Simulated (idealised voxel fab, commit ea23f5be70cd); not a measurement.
voxel gate over fins: a process module
Cross-section cut spans 145 nm and uses square cells 5 nm in size.
Cross-section spec: square-cell grid; bands listed top down; each band is one or more rows.
Top, bottom (nm), then materials left to right with widths (nm); lone material tagged "all across" fills the whole band edge to edge; "air" = empty space.
Heads up on the height convention: 0 is the point under which the incoming wafer is all one material, and the lowest band has no bottom, it just keeps going down, like "0 and below".
Quick explanation for "30..40": the width changes in equal steps down the rows of cells, from the first number in the band's top row to the second number in its bottom row.
A step reported as "no change" is a step in which no cell of the cross-section changed.
Heads up: "Closed cavity list" only lists the empty pockets with no open path to the top that are 8 cells or more, and it writes them as width x height at distance, distance from the left edge, in nm.
Anything after a step's settings on that line? It's the simulator's own note about the step.
Each step line may optionally specify "overlay nm", which for a step with a mask gives the rightward distance between the mask's planned place and where it lay, a negative value indicating the leftward direction.

### Below is the list of planned process steps
1 RECEIVE: material Si
2 CONFORMAL_DEP: material SiN, thk nm 10
3 DIRECTIONAL_DEP: material aC, thk nm 15
4 PATTERN: tone cover, mask id FINS, material resist, width nm 15, pitch nm 40, thk nm 35, overlay nm 0
5 DIRECTIONAL_ETCH: etch materials aC, depth nm 15
6 STRIP: etch materials resist
7 DIRECTIONAL_ETCH: etch materials SiN, depth nm 10
8 DIRECTIONAL_ETCH: etch materials Si, depth nm 30
9 STRIP: etch materials aC
10 OXIDIZE: depth nm 5
11 FILL_DEP: material SiO2, thk nm 10
12 CMP: height nm 10
13 SELECTIVE_ETCH: etch materials SiO2, depth nm 25
14 STRIP: etch materials SiN
15 CONFORMAL_DEP: material HfO2, thk nm 5
16 CONFORMAL_DEP: material TiN, thk nm 5
17 FILL_DEP: material W, thk nm 10
18 CMP: height nm 15
19 CONFORMAL_DEP: material SiN, thk nm 5

### Wafer at receipt (post step 1), cross-section
- 0 and below  Si all across
- Closed cavity list: none

### Look at the cross-section after the module: the wafer started out the way shown above and the plan was the one shown above, yet one mistake was made along the way
- 20 down to 15  SiN all across
- 15 down to 10  W all across
- 10 down to 5  W (20); TiN (25); W (15); TiN (25); W (15); TiN (25); W (20)
- 5 down to 0  W (20); TiN (5); HfO2 (15); TiN (5); W (15); TiN (5); HfO2 (15); TiN (5); W (15); TiN (5); HfO2 (15); TiN (5); W (20)
- 0 down to -5  W (20); TiN (5); HfO2 (5); Si (5); HfO2 (5); TiN (5); W (15); TiN (5); HfO2 (5); Si (5); HfO2 (5); TiN (5); W (15); TiN (5); HfO2 (5); Si (5); HfO2 (5); TiN (5); W (20)
- -5 down to -10  TiN (25); HfO2 (5); Si (5); HfO2 (5); TiN (25); HfO2 (5); Si (5); HfO2 (5); TiN (25); HfO2 (5); Si (5); HfO2 (5); TiN (25)
- -10 down to -15  HfO2 (30); Si (5); HfO2 (35); Si (5); HfO2 (35); Si (5); HfO2 (30)
- -15 down to -65  SiO2 (30); Si (5); SiO2 (35); Si (5); SiO2 (35); Si (5); SiO2 (30)
- -65 and below  Si all across
- Closed cavity list: none
What was done differently from what was planned? plan step 8 ran twice
